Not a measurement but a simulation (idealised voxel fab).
Name of the process module below: voxel trench capacitor
The cross-section on display is named cut; it measures 280 nm wide, and its cells are 5 nm squares.
Cross-section, as written here: a square-cell grid given band by band from the top down, where a band holds one or more rows of cells.
Top height, bottom height, nm. Materials left to right, width each, nm. Single material + "full width" = fills band edge to edge. "blank" = empty.
Heights are expressed relative to 0, this being the level below which the as-received wafer comprises one material exclusively. The lowest band is unbounded in the downward direction and is denoted as in "z 0 and below".
The notation "30->40" denotes a width that varies across the rows of cells in the band, beginning at the first number in the top row, finishing at the second number in the bottom row, and changing by an identical amount from each row to the next.
"everything unchanged" (step): cross-section cells unchanged, all of them.
The label "Closed void list" introduces a list of the empty spaces, 8 cells or larger, that have no open way up to the top; each entry in it reads width x height at distance, where the distance is taken from the left edge and all three are stated in nm.
Post-settings text on a step line: simulator's own remark regarding the step.
For masked steps, "overlay nm" on the step line gives how far right of plan the mask actually lay; a minus sign means it lay to the left.
## List of planned process steps
1) RECEIVE with material Si
2) CONFORMAL_DEP with material SiN, thk nm 10
3) DIRECTIONAL_DEP with material aC, thk nm 10
4) PATTERN with tone open, mask id TRENCH, material resist, width nm 15, pitch nm 30, thk nm 25, overlay nm 0
5) DIRECTIONAL_ETCH with etch materials aC, depth nm 10
6) STRIP with etch materials resist
7) DIRECTIONAL_ETCH with etch materials SiN, depth nm 10
8) DIRECTIONAL_ETCH with etch materials Si, depth nm 30
9) STRIP with etch materials aC
10) CONFORMAL_DEP with material Al2O3, thk nm 5
11) FILL_DEP with material polySi, thk nm 5
12) CMP with height nm 10
## Incoming wafer in cross-section (state: after step 1)
  z 0 and below | Si full width
  Closed void list: none
## Post-module cross-section of the first of two wafers (run per plan)
  z 10 to 0 | 115 SiN, then 5 Al2O3, then 5 polySi, then 5 Al2O3, then 15 SiN, then 5 Al2O3, then 5 polySi, then 5 Al2O3, then 120 SiN
  z 0 to -25 | 115 Si, then 5 Al2O3, then 5 polySi, then 5 Al2O3, then 15 Si, then 5 Al2O3, then 5 polySi, then 5 Al2O3, then 120 Si
  z -25 to -30 | 115 Si, then 15 Al2O3, then 15 Si, then 15 Al2O3, then 120 Si
  z -30 and below | Si full width
  Closed void list: none
## This is the second of the two wafers, cross-sectioned at the end of the module; it started exactly like the first and was given the same plan, but it was run with one mistake
  z 5 to 0 | 115 SiN, then 5 Al2O3, then 5 polySi, then 5 Al2O3, then 15 SiN, then 5 Al2O3, then 5 polySi, then 5 Al2O3, then 120 SiN
  z 0 to -25 | 115 Si, then 5 Al2O3, then 5 polySi, then 5 Al2O3, then 15 Si, then 5 Al2O3, then 5 polySi, then 5 Al2O3, then 120 Si
  z -25 to -30 | 115 Si, then 15 Al2O3, then 15 Si, then 15 Al2O3, then 120 Si
  z -30 and below | Si full width
  Closed void list: none
Deviation noted in wafer processing: planned and actual differ for step 12; actual: CMP with height nm 5
End of process, cell counts, second wafer against first, materials with more or fewer: Al2O3 -4; SiN -50; polySi -2
